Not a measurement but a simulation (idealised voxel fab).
process module | voxel self aligned contacts
cross-section cut | 145 nm wide | cells 5 nm
A cross-section is a grid of square cells, given in bands from the top down. A band is one or more rows of cells.
Each band's line starts with the height of the band's top and of its bottom, in nm. Then come its materials from left to right, each with its width in nm. One material with "throughout" fills the band from edge to edge. "air" is empty space.
Height 0 is the level under which the wafer as received is all one material. The lowest band goes on downwards, as in "0 down".
A width such as "30 to 40" changes by the same amount from each row of cells to the next, from the band's top row to its bottom row.
"no change" after a step means that no cell of the cross-section changed.
closed voids: empty space of 8 cells or more with no open way to the top, each as width x height at its distance from the left edge, in nm
after a step's settings: what the simulator itself notes on the step
overlay nm, on a step with a mask: how far to the right of its planned place the mask lay; to the left if negative
plan
1 op RECEIVE | material Si
2 op OXIDIZE | depth nm 5
3 op DIRECTIONAL_DEP | material polySi | thk nm 20
4 op DIRECTIONAL_DEP | material SiN | thk nm 15
5 op DIRECTIONAL_DEP | material aC | thk nm 10
6 op PATTERN | tone cover | mask id GATE | material resist | width nm 25 | pitch nm 60 | thk nm 30 | overlay nm 0
7 op DIRECTIONAL_ETCH | etch materials aC | depth nm 10
8 op STRIP | etch materials resist
9 op DIRECTIONAL_ETCH | etch materials SiN | depth nm 15
10 op DIRECTIONAL_ETCH | etch materials polySi | depth nm 20
11 op STRIP | etch materials aC
12 op CONFORMAL_DEP | material SiN | thk nm 5
13 op DIRECTIONAL_ETCH | etch materials SiN | depth nm 5
14 op FILL_DEP | material SiO2 | thk nm 15
15 op CMP | height nm 40
16 op MASKED_ETCH | tone open | mask id CONTACT | width nm 35 | etch materials SiO2 | depth nm 45 | overlay nm 0
17 op CONFORMAL_DEP | material TiN | thk nm 5
18 op FILL_DEP | material Ru | thk nm 5
19 op CMP | height nm 40
20 op CONFORMAL_DEP | material SiN | thk nm 5
varied across the wafers: width nm of step 6. The plan shows the first wafer's value. All wafers start alike
first wafer as received, after step 1
  0 down: Si throughout
  closed voids: none
first wafer at the end, after step 20
  45 to 40: SiN throughout
  40 to 35: SiO2 55 | TiN 10 | Ru 15 | TiN 10 | SiO2 55
  35 to 20: SiO2 25 | SiN 35 | TiN 5 | Ru 15 | TiN 5 | SiN 35 | SiO2 25
  20 to 0: SiO2 25 | SiN 5 | polySi 25 | SiN 5 | TiN 5 | Ru 15 | TiN 5 | SiN 5 | polySi 25 | SiN 5 | SiO2 25
  0 to -5: SiO2 60 | TiN 25 | SiO2 60
  -5 down: Si throughout
  closed voids: none
last wafer at the end
  45 to 40: SiN throughout
  40 to 35: SiO2 55 | TiN 35 | SiO2 55
  35 to 20: SiO2 15 | SiN 55 | TiN 5 | SiN 55 | SiO2 15
  20 to 0: SiO2 15 | SiN 5 | polySi 45 | SiN 5 | TiN 5 | SiN 5 | polySi 45 | SiN 5 | SiO2 15
  0 to -5: SiO2 70 | TiN 5 | SiO2 70
  -5 down: Si throughout
  closed voids: none
each wafer at the end: cells of each material gained (+) or lost (-) since it was received, then its closed voids
width nm 25 | +24 Ru | -29 Si | +87 SiN | +116 SiO2 | +23 TiN | +40 polySi | closed voids: none
width nm 30 | +16 Ru | -29 Si | +93 SiN | +110 SiO2 | +23 TiN | +48 polySi | closed voids: none
width nm 35 | +8 Ru | -29 Si | +99 SiN | +104 SiO2 | +23 TiN | +56 polySi | closed voids: none
width nm 40 | -29 Si | +105 SiN | +98 SiO2 | +23 TiN | +64 polySi | closed voids: none
width nm 45 | -29 Si | +111 SiN | +92 SiO2 | +15 TiN | +72 polySi | closed voids: none
